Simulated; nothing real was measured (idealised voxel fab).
The document below concerns the process module designated voxel trench capacitor.
Square cells of 5 nm make up the cross-section cut, whose width is 215 nm.
Cross-section spec: square-cell grid; bands listed top down; each band is one or more rows.
Top height, bottom height, nm. Materials left to right, width each, nm. Single material + "edge to edge" = fills band edge to edge. "empty" = empty.
Heights are expressed relative to 0, this being the level below which the as-received wafer comprises one material exclusively. The lowest band is unbounded in the downward direction and is denoted as in "from 0 down".
Think of "30->40" as a width that walks from the first number to the second as you go down the band, top row to bottom row, taking equal-sized steps from row to row.
"same as before", as given for a step, is the statement that not any cell of the cross-section underwent a change during that step.
In the "Closed void roster" entry, you get each enclosed empty space of 8 cells or more, one with no open way to the top, written width x height at distance, distance from the left edge, in nm.
Where a step's line continues beyond its settings, the continuation is a remark by the simulator itself on that step.
overlay nm: on a step with a mask, how far right of its planned place the mask lay; negative means left.
Below you will find pairs of cross-sections. In each, one shows the wafer before one process step and the other after it, with the after view ending at the lowest band that changed. Under each pair is the step separating them, along with its settings. Do not assume the pairs form a chain: they can come from different runs of this module on the same starting wafer, and a pair continues from the pair above it only when its "State on entry" entry says so.

State on entry
- from 0 down | Si edge to edge
- Closed void roster: none

Section After Processing
- from 10 to 0 | SiN edge to edge
- At heights below 0, the structure remains unaltered.
- Closed void roster: none
The before and after cross-sections above differ by one step: CONFORMAL_DEP [material SiN] [thk nm 10]

State on entry: this step begins from the cross-section that the pair just above shows after its step.

Section After Processing
- from 25 to 10 | aC edge to edge
- At heights below 10, the structure remains unaltered.
- Closed void roster: none
The before and after cross-sections above differ by one step: DIRECTIONAL_DEP [material aC] [thk nm 15]

State on entry: this step begins from the cross-section that the pair just above shows after its step.

Section After Processing
- from 55 to 25 | resist: 15 | empty: 30 | resist: 20 | empty: 30 | resist: 20 | empty: 30 | resist: 20 | empty: 30 | resist: 20
- At heights below 25, the structure remains unaltered.
- Closed void roster: none
The before and after cross-sections above differ by one step: PATTERN [tone open] [mask id TRENCH] [material resist] [width nm 30] [pitch nm 50] [thk nm 30] [overlay nm 0]

State on entry: this step begins from the cross-section that the pair just above shows after its step.

Section After Processing
- from 40 to 25 | resist: 15 | empty: 30 | resist: 20 | empty: 30 | resist: 20 | empty: 30 | resist: 20 | empty: 30 | resist: 20
- from 25 to 10 | aC: 15 | empty: 30 | aC: 20 | empty: 30 | aC: 20 | empty: 30 | aC: 20 | empty: 30 | aC: 20
- At heights below 10, the structure remains unaltered.
- Closed void roster: none
The before and after cross-sections above differ by one step: DIRECTIONAL_ETCH [etch materials aC] [depth nm 15]

State on entry: this step begins from the cross-section that the pair just above shows after its step.

Section After Processing
- from 25 to 10 | aC: 15 | empty: 30 | aC: 20 | empty: 30 | aC: 20 | empty: 30 | aC: 20 | empty: 30 | aC: 20
- At heights below 10, the structure remains unaltered.
- Closed void roster: none
The before and after cross-sections above differ by one step: STRIP [etch materials resist]

State on entry: this step begins from the cross-section that the pair just above shows after its step.

Section After Processing
- from 25 to 10 | aC: 15 | empty: 30 | aC: 20 | empty: 30 | aC: 20 | empty: 30 | aC: 20 | empty: 30 | aC: 20
- from 10 to 0 | SiN: 15 | empty: 30 | SiN: 20 | empty: 30 | SiN: 20 | empty: 30 | SiN: 20 | empty: 30 | SiN: 20
- At heights below 0, the structure remains unaltered.
- Closed void roster: none
The before and after cross-sections above differ by one step: DIRECTIONAL_ETCH [etch materials SiN] [depth nm 10]

State on entry: this step begins from the cross-section that the pair just above shows after its step.

Section After Processing
- from 25 to 10 | aC: 15 | empty: 30 | aC: 20 | empty: 30 | aC: 20 | empty: 30 | aC: 20 | empty: 30 | aC: 20
- from 10 to 0 | SiN: 15 | empty: 30 | SiN: 20 | empty: 30 | SiN: 20 | empty: 30 | SiN: 20 | empty: 30 | SiN: 20
- from 0 to -35 | Si: 15 | empty: 30 | Si: 20 | empty: 30 | Si: 20 | empty: 30 | Si: 20 | empty: 30 | Si: 20
- At heights below -35, the structure remains unaltered.
- Closed void roster: none
The before and after cross-sections above differ by one step: DIRECTIONAL_ETCH [etch materials Si] [depth nm 35]

State on entry: this step begins from the cross-section that the pair just above shows after its step.

Section After Processing
- from 10 to 0 | SiN: 15 | empty: 30 | SiN: 20 | empty: 30 | SiN: 20 | empty: 30 | SiN: 20 | empty: 30 | SiN: 20
- At heights below 0, the structure remains unaltered.
- Closed void roster: none
The before and after cross-sections above differ by one step: STRIP [etch materials aC]

State on entry: this step begins from the cross-section that the pair just above shows after its step.

Section After Processing
- from 15 to 10 | HfO2: 20 | empty: 20 | HfO2: 30 | empty: 20 | HfO2: 30 | empty: 20 | HfO2: 30 | empty: 20 | HfO2: 25
- from 10 to 0 | SiN: 15 | HfO2: 5 | empty: 20 | HfO2: 5 | SiN: 20 | HfO2: 5 | empty: 20 | HfO2: 5 | SiN: 20 | HfO2: 5 | empty: 20 | HfO2: 5 | SiN: 20 | HfO2: 5 | empty: 20 | HfO2: 5 | SiN: 20
- from 0 to -30 | Si: 15 | HfO2: 5 | empty: 20 | HfO2: 5 | Si: 20 | HfO2: 5 | empty: 20 | HfO2: 5 | Si: 20 | HfO2: 5 | empty: 20 | HfO2: 5 | Si: 20 | HfO2: 5 | empty: 20 | HfO2: 5 | Si: 20
- from -30 to -35 | Si: 15 | HfO2: 30 | Si: 20 | HfO2: 30 | Si: 20 | HfO2: 30 | Si: 20 | HfO2: 30 | Si: 20
- At heights below -35, the structure remains unaltered.
- Closed void roster: none
The before and after cross-sections above differ by one step: CONFORMAL_DEP [material HfO2] [thk nm 5]

State on entry: this step begins from the cross-section that the pair just above shows after its step.

Section After Processing
- from 20 to 15 | TiN: 25 | empty: 10 | TiN: 40 | empty: 10 | TiN: 40 | empty: 10 | TiN: 40 | empty: 10 | TiN: 30
- from 15 to 10 | HfO2: 20 | TiN: 5 | empty: 10 | TiN: 5 | HfO2: 30 | TiN: 5 | empty: 10 | TiN: 5 | HfO2: 30 | TiN: 5 | empty: 10 | TiN: 5 | HfO2: 30 | TiN: 5 | empty: 10 | TiN: 5 | HfO2: 25
- from 10 to 0 | SiN: 15 | HfO2: 5 | TiN: 5 | empty: 10 | TiN: 5 | HfO2: 5 | SiN: 20 | HfO2: 5 | TiN: 5 | empty: 10 | TiN: 5 | HfO2: 5 | SiN: 20 | HfO2: 5 | TiN: 5 | empty: 10 | TiN: 5 | HfO2: 5 | SiN: 20 | HfO2: 5 | TiN: 5 | empty: 10 | TiN: 5 | HfO2: 5 | SiN: 20
- from 0 to -25 | Si: 15 | HfO2: 5 | TiN: 5 | empty: 10 | TiN: 5 | HfO2: 5 | Si: 20 | HfO2: 5 | TiN: 5 | empty: 10 | TiN: 5 | HfO2: 5 | Si: 20 | HfO2: 5 | TiN: 5 | empty: 10 | TiN: 5 | HfO2: 5 | Si: 20 | HfO2: 5 | TiN: 5 | empty: 10 | TiN: 5 | HfO2: 5 | Si: 20
- from -25 to -30 | Si: 15 | HfO2: 5 | TiN: 20 | HfO2: 5 | Si: 20 | HfO2: 5 | TiN: 20 | HfO2: 5 | Si: 20 | HfO2: 5 | TiN: 20 | HfO2: 5 | Si: 20 | HfO2: 5 | TiN: 20 | HfO2: 5 | Si: 20
- At heights below -30, the structure remains unaltered.
- Closed void roster: none
The before and after cross-sections above differ by one step: CONFORMAL_DEP [material TiN] [thk nm 5]

State on entry: this step begins from the cross-section that the pair just above shows after its step.

Section After Processing
- from 30 to 20 | W edge to edge
- from 20 to 15 | TiN: 25 | W: 10 | TiN: 40 | W: 10 | TiN: 40 | W: 10 | TiN: 40 | W: 10 | TiN: 30
- from 15 to 10 | HfO2: 20 | TiN: 5 | W: 10 | TiN: 5 | HfO2: 30 | TiN: 5 | W: 10 | TiN: 5 | HfO2: 30 | TiN: 5 | W: 10 | TiN: 5 | HfO2: 30 | TiN: 5 | W: 10 | TiN: 5 | HfO2: 25
- from 10 to 0 | SiN: 15 | HfO2: 5 | TiN: 5 | W: 10 | TiN: 5 | HfO2: 5 | SiN: 20 | HfO2: 5 | TiN: 5 | W: 10 | TiN: 5 | HfO2: 5 | SiN: 20 | HfO2: 5 | TiN: 5 | W: 10 | TiN: 5 | HfO2: 5 | SiN: 20 | HfO2: 5 | TiN: 5 | W: 10 | TiN: 5 | HfO2: 5 | SiN: 20
- from 0 to -25 | Si: 15 | HfO2: 5 | TiN: 5 | W: 10 | TiN: 5 | HfO2: 5 | Si: 20 | HfO2: 5 | TiN: 5 | W: 10 | TiN: 5 | HfO2: 5 | Si: 20 | HfO2: 5 | TiN: 5 | W: 10 | TiN: 5 | HfO2: 5 | Si: 20 | HfO2: 5 | TiN: 5 | W: 10 | TiN: 5 | HfO2: 5 | Si: 20
- At heights below -25, the structure remains unaltered.
- Closed void roster: none
The before and after cross-sections above differ by one step: FILL_DEP [material W] [thk nm 10]

State on entry: this step begins from the cross-section that the pair just above shows after its step.

Section After Processing
- from 10 to 0 | SiN: 15 | HfO2: 5 | TiN: 5 | W: 10 | TiN: 5 | HfO2: 5 | SiN: 20 | HfO2: 5 | TiN: 5 | W: 10 | TiN: 5 | HfO2: 5 | SiN: 20 | HfO2: 5 | TiN: 5 | W: 10 | TiN: 5 | HfO2: 5 | SiN: 20 | HfO2: 5 | TiN: 5 | W: 10 | TiN: 5 | HfO2: 5 | SiN: 20
- At heights below 0, the structure remains unaltered.
- Closed void roster: none
The before and after cross-sections above differ by one step: CMP [height nm 10]

State on entry
- from 25 to 10 | aC: 15 | empty: 30 | aC: 20 | empty: 30 | aC: 20 | empty: 30 | aC: 20 | empty: 30 | aC: 20
- from 10 to 0 | SiN: 15 | empty: 30 | SiN: 20 | empty: 30 | SiN: 20 | empty: 30 | SiN: 20 | empty: 30 | SiN: 20
- from 0 to -35 | Si: 15 | empty: 30 | Si: 20 | empty: 30 | Si: 20 | empty: 30 | Si: 20 | empty: 30 | Si: 20
- from -35 down | Si edge to edge
- Closed void roster: none

Section After Processing
- from 25 to 10 | aC: 15 | empty: 30 | aC: 20 | empty: 30 | aC: 20 | empty: 30 | aC: 20 | empty: 30 | aC: 20
- from 10 to 0 | SiN: 15 | empty: 30 | SiN: 20 | empty: 30 | SiN: 20 | empty: 30 | SiN: 20 | empty: 30 | SiN: 20
- from 0 to -70 | Si: 15 | empty: 30 | Si: 20 | empty: 30 | Si: 20 | empty: 30 | Si: 20 | empty: 30 | Si: 20
- At heights below -70, the structure remains unaltered.
- Closed void roster: none
The before and after cross-sections above differ by one step: DIRECTIONAL_ETCH [etch materials Si] [depth nm 35]

State on entry: this step begins from the cross-section that the pair just above shows after its step.

Section After Processing
- from 10 to 0 | SiN: 15 | empty: 30 | SiN: 20 | empty: 30 | SiN: 20 | empty: 30 | SiN: 20 | empty: 30 | SiN: 20
- At heights below 0, the structure remains unaltered.
- Closed void roster: none
The before and after cross-sections above differ by one step: STRIP [etch materials aC]

State on entry: this step begins from the cross-section that the pair just above shows after its step.

Section After Processing
- from 15 to 10 | HfO2: 20 | empty: 20 | HfO2: 30 | empty: 20 | HfO2: 30 | empty: 20 | HfO2: 30 | empty: 20 | HfO2: 25
- from 10 to 0 | SiN: 15 | HfO2: 5 | empty: 20 | HfO2: 5 | SiN: 20 | HfO2: 5 | empty: 20 | HfO2: 5 | SiN: 20 | HfO2: 5 | empty: 20 | HfO2: 5 | SiN: 20 | HfO2: 5 | empty: 20 | HfO2: 5 | SiN: 20
- from 0 to -65 | Si: 15 | HfO2: 5 | empty: 20 | HfO2: 5 | Si: 20 | HfO2: 5 | empty: 20 | HfO2: 5 | Si: 20 | HfO2: 5 | empty: 20 | HfO2: 5 | Si: 20 | HfO2: 5 | empty: 20 | HfO2: 5 | Si: 20
- from -65 to -70 | Si: 15 | HfO2: 30 | Si: 20 | HfO2: 30 | Si: 20 | HfO2: 30 | Si: 20 | HfO2: 30 | Si: 20
- At heights below -70, the structure remains unaltered.
- Closed void roster: none
The before and after cross-sections above differ by one step: CONFORMAL_DEP [material HfO2] [thk nm 5]

State on entry: this step begins from the cross-section that the pair just above shows after its step.

Section After Processing
- from 20 to 15 | TiN: 25 | empty: 10 | TiN: 40 | empty: 10 | TiN: 40 | empty: 10 | TiN: 40 | empty: 10 | TiN: 30
- from 15 to 10 | HfO2: 20 | TiN: 5 | empty: 10 | TiN: 5 | HfO2: 30 | TiN: 5 | empty: 10 | TiN: 5 | HfO2: 30 | TiN: 5 | empty: 10 | TiN: 5 | HfO2: 30 | TiN: 5 | empty: 10 | TiN: 5 | HfO2: 25
- from 10 to 0 | SiN: 15 | HfO2: 5 | TiN: 5 | empty: 10 | TiN: 5 | HfO2: 5 | SiN: 20 | HfO2: 5 | TiN: 5 | empty: 10 | TiN: 5 | HfO2: 5 | SiN: 20 | HfO2: 5 | TiN: 5 | empty: 10 | TiN: 5 | HfO2: 5 | SiN: 20 | HfO2: 5 | TiN: 5 | empty: 10 | TiN: 5 | HfO2: 5 | SiN: 20
- from 0 to -60 | Si: 15 | HfO2: 5 | TiN: 5 | empty: 10 | TiN: 5 | HfO2: 5 | Si: 20 | HfO2: 5 | TiN: 5 | empty: 10 | TiN: 5 | HfO2: 5 | Si: 20 | HfO2: 5 | TiN: 5 | empty: 10 | TiN: 5 | HfO2: 5 | Si: 20 | HfO2: 5 | TiN: 5 | empty: 10 | TiN: 5 | HfO2: 5 | Si: 20
- from -60 to -65 | Si: 15 | HfO2: 5 | TiN: 20 | HfO2: 5 | Si: 20 | HfO2: 5 | TiN: 20 | HfO2: 5 | Si: 20 | HfO2: 5 | TiN: 20 | HfO2: 5 | Si: 20 | HfO2: 5 | TiN: 20 | HfO2: 5 | Si: 20
- At heights below -65, the structure remains unaltered.
- Closed void roster: none
The before and after cross-sections above differ by one step: CONFORMAL_DEP [material TiN] [thk nm 5]

State on entry: this step begins from the cross-section that the pair just above shows after its step.

Section After Processing
- from 30 to 20 | W edge to edge
- from 20 to 15 | TiN: 25 | W: 10 | TiN: 40 | W: 10 | TiN: 40 | W: 10 | TiN: 40 | W: 10 | TiN: 30
- from 15 to 10 | HfO2: 20 | TiN: 5 | W: 10 | TiN: 5 | HfO2: 30 | TiN: 5 | W: 10 | TiN: 5 | HfO2: 30 | TiN: 5 | W: 10 | TiN: 5 | HfO2: 30 | TiN: 5 | W: 10 | TiN: 5 | HfO2: 25
- from 10 to 0 | SiN: 15 | HfO2: 5 | TiN: 5 | W: 10 | TiN: 5 | HfO2: 5 | SiN: 20 | HfO2: 5 | TiN: 5 | W: 10 | TiN: 5 | HfO2: 5 | SiN: 20 | HfO2: 5 | TiN: 5 | W: 10 | TiN: 5 | HfO2: 5 | SiN: 20 | HfO2: 5 | TiN: 5 | W: 10 | TiN: 5 | HfO2: 5 | SiN: 20
- from 0 to -60 | Si: 15 | HfO2: 5 | TiN: 5 | W: 10 | TiN: 5 | HfO2: 5 | Si: 20 | HfO2: 5 | TiN: 5 | W: 10 | TiN: 5 | HfO2: 5 | Si: 20 | HfO2: 5 | TiN: 5 | W: 10 | TiN: 5 | HfO2: 5 | Si: 20 | HfO2: 5 | TiN: 5 | W: 10 | TiN: 5 | HfO2: 5 | Si: 20
- At heights below -60, the structure remains unaltered.
- Closed void roster: none
The before and after cross-sections above differ by one step: FILL_DEP [material W] [thk nm 10]

State on entry: this step begins from the cross-section that the pair just above shows after its step.

Section After Processing
- from 10 to 0 | SiN: 15 | HfO2: 5 | TiN: 5 | W: 10 | TiN: 5 | HfO2: 5 | SiN: 20 | HfO2: 5 | TiN: 5 | W: 10 | TiN: 5 | HfO2: 5 | SiN: 20 | HfO2: 5 | TiN: 5 | W: 10 | TiN: 5 | HfO2: 5 | SiN: 20 | HfO2: 5 | TiN: 5 | W: 10 | TiN: 5 | HfO2: 5 | SiN: 20
- At heights below 0, the structure remains unaltered.
- Closed void roster: none
The before and after cross-sections above differ by one step: CMP [height nm 10]

State on entry
- from 10 to 0 | SiN: 15 | empty: 30 | SiN: 20 | empty: 30 | SiN: 20 | empty: 30 | SiN: 20 | empty: 30 | SiN: 20
- from 0 to -35 | Si: 15 | empty: 30 | Si: 20 | empty: 30 | Si: 20 | empty: 30 | Si: 20 | empty: 30 | Si: 20
- from -35 down | Si edge to edge
- Closed void roster: none

Section After Processing
- from 15 to 10 | TiN: 20 | empty: 20 | TiN: 30 | empty: 20 | TiN: 30 | empty: 20 | TiN: 30 | empty: 20 | TiN: 25
- from 10 to 0 | SiN: 15 | TiN: 5 | empty: 20 | TiN: 5 | SiN: 20 | TiN: 5 | empty: 20 | TiN: 5 | SiN: 20 | TiN: 5 | empty: 20 | TiN: 5 | SiN: 20 | TiN: 5 | empty: 20 | TiN: 5 | SiN: 20
- from 0 to -30 | Si: 15 | TiN: 5 | empty: 20 | TiN: 5 | Si: 20 | TiN: 5 | empty: 20 | TiN: 5 | Si: 20 | TiN: 5 | empty: 20 | TiN: 5 | Si: 20 | TiN: 5 | empty: 20 | TiN: 5 | Si: 20
- from -30 to -35 | Si: 15 | TiN: 30 | Si: 20 | TiN: 30 | Si: 20 | TiN: 30 | Si: 20 | TiN: 30 | Si: 20
- At heights below -35, the structure remains unaltered.
- Closed void roster: none
The before and after cross-sections above differ by one step: CONFORMAL_DEP [material TiN] [thk nm 5]

State on entry: this step begins from the cross-section that the pair just above shows after its step.

Section After Processing
- from 20 to 15 | HfO2: 25 | empty: 10 | HfO2: 40 | empty: 10 | HfO2: 40 | empty: 10 | HfO2: 40 | empty: 10 | HfO2: 30
- from 15 to 10 | TiN: 20 | HfO2: 5 | empty: 10 | HfO2: 5 | TiN: 30 | HfO2: 5 | empty: 10 | HfO2: 5 | TiN: 30 | HfO2: 5 | empty: 10 | HfO2: 5 | TiN: 30 | HfO2: 5 | empty: 10 | HfO2: 5 | TiN: 25
- from 10 to 0 | SiN: 15 | TiN: 5 | HfO2: 5 | empty: 10 | HfO2: 5 | TiN: 5 | SiN: 20 | TiN: 5 | HfO2: 5 | empty: 10 | HfO2: 5 | TiN: 5 | SiN: 20 | TiN: 5 | HfO2: 5 | empty: 10 | HfO2: 5 | TiN: 5 | SiN: 20 | TiN: 5 | HfO2: 5 | empty: 10 | HfO2: 5 | TiN: 5 | SiN: 20
- from 0 to -25 | Si: 15 | TiN: 5 | HfO2: 5 | empty: 10 | HfO2: 5 | TiN: 5 | Si: 20 | TiN: 5 | HfO2: 5 | empty: 10 | HfO2: 5 | TiN: 5 | Si: 20 | TiN: 5 | HfO2: 5 | empty: 10 | HfO2: 5 | TiN: 5 | Si: 20 | TiN: 5 | HfO2: 5 | empty: 10 | HfO2: 5 | TiN: 5 | Si: 20
- from -25 to -30 | Si: 15 | TiN: 5 | HfO2: 20 | TiN: 5 | Si: 20 | TiN: 5 | HfO2: 20 | TiN: 5 | Si: 20 | TiN: 5 | HfO2: 20 | TiN: 5 | Si: 20 | TiN: 5 | HfO2: 20 | TiN: 5 | Si: 20
- At heights below -30, the structure remains unaltered.
- Closed void roster: none
The before and after cross-sections above differ by one step: CONFORMAL_DEP [material HfO2] [thk nm 5]

State on entry: this step begins from the cross-section that the pair just above shows after its step.

Section After Processing
- from 30 to 20 | W edge to edge
- from 20 to 15 | HfO2: 25 | W: 10 | HfO2: 40 | W: 10 | HfO2: 40 | W: 10 | HfO2: 40 | W: 10 | HfO2: 30
- from 15 to 10 | TiN: 20 | HfO2: 5 | W: 10 | HfO2: 5 | TiN: 30 | HfO2: 5 | W: 10 | HfO2: 5 | TiN: 30 | HfO2: 5 | W: 10 | HfO2: 5 | TiN: 30 | HfO2: 5 | W: 10 | HfO2: 5 | TiN: 25
- from 10 to 0 | SiN: 15 | TiN: 5 | HfO2: 5 | W: 10 | HfO2: 5 | TiN: 5 | SiN: 20 | TiN: 5 | HfO2: 5 | W: 10 | HfO2: 5 | TiN: 5 | SiN: 20 | TiN: 5 | HfO2: 5 | W: 10 | HfO2: 5 | TiN: 5 | SiN: 20 | TiN: 5 | HfO2: 5 | W: 10 | HfO2: 5 | TiN: 5 | SiN: 20
- from 0 to -25 | Si: 15 | TiN: 5 | HfO2: 5 | W: 10 | HfO2: 5 | TiN: 5 | Si: 20 | TiN: 5 | HfO2: 5 | W: 10 | HfO2: 5 | TiN: 5 | Si: 20 | TiN: 5 | HfO2: 5 | W: 10 | HfO2: 5 | TiN: 5 | Si: 20 | TiN: 5 | HfO2: 5 | W: 10 | HfO2: 5 | TiN: 5 | Si: 20
- At heights below -25, the structure remains unaltered.
- Closed void roster: none
The before and after cross-sections above differ by one step: FILL_DEP [material W] [thk nm 10]

State on entry: this step begins from the cross-section that the pair just above shows after its step.

Section After Processing
- from 10 to 0 | SiN: 15 | TiN: 5 | HfO2: 5 | W: 10 | HfO2: 5 | TiN: 5 | SiN: 20 | TiN: 5 | HfO2: 5 | W: 10 | HfO2: 5 | TiN: 5 | SiN: 20 | TiN: 5 | HfO2: 5 | W: 10 | HfO2: 5 | TiN: 5 | SiN: 20 | TiN: 5 | HfO2: 5 | W: 10 | HfO2: 5 | TiN: 5 | SiN: 20
- At heights below 0, the structure remains unaltered.
- Closed void roster: none
The before and after cross-sections above differ by one step: CMP [height nm 10]

State on entry
- from 25 to 10 | aC: 15 | empty: 30 | aC: 20 | empty: 30 | aC: 20 | empty: 30 | aC: 20 | empty: 30 | aC: 20
- from 10 to 0 | SiN: 15 | empty: 30 | SiN: 20 | empty: 30 | SiN: 20 | empty: 30 | SiN: 20 | empty: 30 | SiN: 20
- from 0 down | Si edge to edge
- Closed void roster: none

Section After Processing
- from 25 to 10 | aC: 15 | empty: 30 | aC: 20 | empty: 30 | aC: 20 | empty: 30 | aC: 20 | empty: 30 | aC: 20
- from 10 to 0 | SiN: 15 | empty: 30 | SiN: 20 | empty: 30 | SiN: 20 | empty: 30 | SiN: 20 | empty: 30 | SiN: 20
- from 0 to -30 | Si: 15 | empty: 30 | Si: 20 | empty: 30 | Si: 20 | empty: 30 | Si: 20 | empty: 30 | Si: 20
- At heights below -30, the structure remains unaltered.
- Closed void roster: none
The before and after cross-sections above differ by one step: DIRECTIONAL_ETCH [etch materials Si] [depth nm 30]

State on entry: this step begins from the cross-section that the pair just above shows after its step.

Section After Processing
- from 10 to 0 | SiN: 15 | empty: 30 | SiN: 20 | empty: 30 | SiN: 20 | empty: 30 | SiN: 20 | empty: 30 | SiN: 20
- At heights below 0, the structure remains unaltered.
- Closed void roster: none
The before and after cross-sections above differ by one step: STRIP [etch materials aC]

State on entry: this step begins from the cross-section that the pair just above shows after its step.

Section After Processing
- from 15 to 10 | HfO2: 20 | empty: 20 | HfO2: 30 | empty: 20 | HfO2: 30 | empty: 20 | HfO2: 30 | empty: 20 | HfO2: 25
- from 10 to 0 | SiN: 15 | HfO2: 5 | empty: 20 | HfO2: 5 | SiN: 20 | HfO2: 5 | empty: 20 | HfO2: 5 | SiN: 20 | HfO2: 5 | empty: 20 | HfO2: 5 | SiN: 20 | HfO2: 5 | empty: 20 | HfO2: 5 | SiN: 20
- from 0 to -25 | Si: 15 | HfO2: 5 | empty: 20 | HfO2: 5 | Si: 20 | HfO2: 5 | empty: 20 | HfO2: 5 | Si: 20 | HfO2: 5 | empty: 20 | HfO2: 5 | Si: 20 | HfO2: 5 | empty: 20 | HfO2: 5 | Si: 20
- from -25 to -30 | Si: 15 | HfO2: 30 | Si: 20 | HfO2: 30 | Si: 20 | HfO2: 30 | Si: 20 | HfO2: 30 | Si: 20
- At heights below -30, the structure remains unaltered.
- Closed void roster: none
The before and after cross-sections above differ by one step: CONFORMAL_DEP [material HfO2] [thk nm 5]

State on entry: this step begins from the cross-section that the pair just above shows after its step.

Section After Processing
- from 20 to 15 | TiN: 25 | empty: 10 | TiN: 40 | empty: 10 | TiN: 40 | empty: 10 | TiN: 40 | empty: 10 | TiN: 30
- from 15 to 10 | HfO2: 20 | TiN: 5 | empty: 10 | TiN: 5 | HfO2: 30 | TiN: 5 | empty: 10 | TiN: 5 | HfO2: 30 | TiN: 5 | empty: 10 | TiN: 5 | HfO2: 30 | TiN: 5 | empty: 10 | TiN: 5 | HfO2: 25
- from 10 to 0 | SiN: 15 | HfO2: 5 | TiN: 5 | empty: 10 | TiN: 5 | HfO2: 5 | SiN: 20 | HfO2: 5 | TiN: 5 | empty: 10 | TiN: 5 | HfO2: 5 | SiN: 20 | HfO2: 5 | TiN: 5 | empty: 10 | TiN: 5 | HfO2: 5 | SiN: 20 | HfO2: 5 | TiN: 5 | empty: 10 | TiN: 5 | HfO2: 5 | SiN: 20
- from 0 to -20 | Si: 15 | HfO2: 5 | TiN: 5 | empty: 10 | TiN: 5 | HfO2: 5 | Si: 20 | HfO2: 5 | TiN: 5 | empty: 10 | TiN: 5 | HfO2: 5 | Si: 20 | HfO2: 5 | TiN: 5 | empty: 10 | TiN: 5 | HfO2: 5 | Si: 20 | HfO2: 5 | TiN: 5 | empty: 10 | TiN: 5 | HfO2: 5 | Si: 20
- from -20 to -25 | Si: 15 | HfO2: 5 | TiN: 20 | HfO2: 5 | Si: 20 | HfO2: 5 | TiN: 20 | HfO2: 5 | Si: 20 | HfO2: 5 | TiN: 20 | HfO2: 5 | Si: 20 | HfO2: 5 | TiN: 20 | HfO2: 5 | Si: 20
- At heights below -25, the structure remains unaltered.
- Closed void roster: none
The before and after cross-sections above differ by one step: CONFORMAL_DEP [material TiN] [thk nm 5]

State on entry: this step begins from the cross-section that the pair just above shows after its step.

Section After Processing
- from 30 to 20 | W edge to edge
- from 20 to 15 | TiN: 25 | W: 10 | TiN: 40 | W: 10 | TiN: 40 | W: 10 | TiN: 40 | W: 10 | TiN: 30
- from 15 to 10 | HfO2: 20 | TiN: 5 | W: 10 | TiN: 5 | HfO2: 30 | TiN: 5 | W: 10 | TiN: 5 | HfO2: 30 | TiN: 5 | W: 10 | TiN: 5 | HfO2: 30 | TiN: 5 | W: 10 | TiN: 5 | HfO2: 25
- from 10 to 0 | SiN: 15 | HfO2: 5 | TiN: 5 | W: 10 | TiN: 5 | HfO2: 5 | SiN: 20 | HfO2: 5 | TiN: 5 | W: 10 | TiN: 5 | HfO2: 5 | SiN: 20 | HfO2: 5 | TiN: 5 | W: 10 | TiN: 5 | HfO2: 5 | SiN: 20 | HfO2: 5 | TiN: 5 | W: 10 | TiN: 5 | HfO2: 5 | SiN: 20
- from 0 to -20 | Si: 15 | HfO2: 5 | TiN: 5 | W: 10 | TiN: 5 | HfO2: 5 | Si: 20 | HfO2: 5 | TiN: 5 | W: 10 | TiN: 5 | HfO2: 5 | Si: 20 | HfO2: 5 | TiN: 5 | W: 10 | TiN: 5 | HfO2: 5 | Si: 20 | HfO2: 5 | TiN: 5 | W: 10 | TiN: 5 | HfO2: 5 | Si: 20
- At heights below -20, the structure remains unaltered.
- Closed void roster: none
The before and after cross-sections above differ by one step: FILL_DEP [material W] [thk nm 10]

State on entry: this step begins from the cross-section that the pair just above shows after its step.

Section After Processing
- from 10 to 0 | SiN: 15 | HfO2: 5 | TiN: 5 | W: 10 | TiN: 5 | HfO2: 5 | SiN: 20 | HfO2: 5 | TiN: 5 | W: 10 | TiN: 5 | HfO2: 5 | SiN: 20 | HfO2: 5 | TiN: 5 | W: 10 | TiN: 5 | HfO2: 5 | SiN: 20 | HfO2: 5 | TiN: 5 | W: 10 | TiN: 5 | HfO2: 5 | SiN: 20
- At heights below 0, the structure remains unaltered.
- Closed void roster: none
The before and after cross-sections above differ by one step: CMP [height nm 10]

State on entry
- from 25 to 10 | aC edge to edge
- from 10 to 0 | SiN edge to edge
- from 0 down | Si edge to edge
- Closed void roster: none

Section After Processing
- from 55 to 25 | resist: 15 | empty: 35 | resist: 15 | empty: 35 | resist: 15 | empty: 35 | resist: 15 | empty: 35 | resist: 15
- At heights below 25, the structure remains unaltered.
- Closed void roster: none
The before and after cross-sections above differ by one step: PATTERN [tone open] [mask id TRENCH] [material resist] [width nm 35] [pitch nm 50] [thk nm 30] [overlay nm 0]

State on entry: this step begins from the cross-section that the pair just above shows after its step.

Section After Processing
- from 40 to 25 | resist: 15 | empty: 35 | resist: 15 | empty: 35 | resist: 15 | empty: 35 | resist: 15 | empty: 35 | resist: 15
- from 25 to 10 | aC: 15 | empty: 35 | aC: 15 | empty: 35 | aC: 15 | empty: 35 | aC: 15 | empty: 35 | aC: 15
- At heights below 10, the structure remains unaltered.
- Closed void roster: none
The before and after cross-sections above differ by one step: DIRECTIONAL_ETCH [etch materials aC] [depth nm 15]

State on entry: this step begins from the cross-section that the pair just above shows after its step.

Section After Processing
- from 25 to 10 | aC: 15 | empty: 35 | aC: 15 | empty: 35 | aC: 15 | empty: 35 | aC: 15 | empty: 35 | aC: 15
- At heights below 10, the structure remains unaltered.
- Closed void roster: none
The before and after cross-sections above differ by one step: STRIP [etch materials resist]

State on entry: this step begins from the cross-section that the pair just above shows after its step.

Section After Processing
- from 25 to 10 | aC: 15 | empty: 35 | aC: 15 | empty: 35 | aC: 15 | empty: 35 | aC: 15 | empty: 35 | aC: 15
- from 10 to 0 | SiN: 15 | empty: 35 | SiN: 15 | empty: 35 | SiN: 15 | empty: 35 | SiN: 15 | empty: 35 | SiN: 15
- At heights below 0, the structure remains unaltered.
- Closed void roster: none
The before and after cross-sections above differ by one step: DIRECTIONAL_ETCH [etch materials SiN] [depth nm 10]

State on entry: this step begins from the cross-section that the pair just above shows after its step.

Section After Processing
- from 25 to 10 | aC: 15 | empty: 35 | aC: 15 | empty: 35 | aC: 15 | empty: 35 | aC: 15 | empty: 35 | aC: 15
- from 10 to 0 | SiN: 15 | empty: 35 | SiN: 15 | empty: 35 | SiN: 15 | empty: 35 | SiN: 15 | empty: 35 | SiN: 15
- from 0 to -35 | Si: 15 | empty: 35 | Si: 15 | empty: 35 | Si: 15 | empty: 35 | Si: 15 | empty: 35 | Si: 15
- At heights below -35, the structure remains unaltered.
- Closed void roster: none
The before and after cross-sections above differ by one step: DIRECTIONAL_ETCH [etch materials Si] [depth nm 35]

State on entry: this step begins from the cross-section that the pair just above shows after its step.

Section After Processing
- from 10 to 0 | SiN: 15 | empty: 35 | SiN: 15 | empty: 35 | SiN: 15 | empty: 35 | SiN: 15 | empty: 35 | SiN: 15
- At heights below 0, the structure remains unaltered.
- Closed void roster: none
The before and after cross-sections above differ by one step: STRIP [etch materials aC]
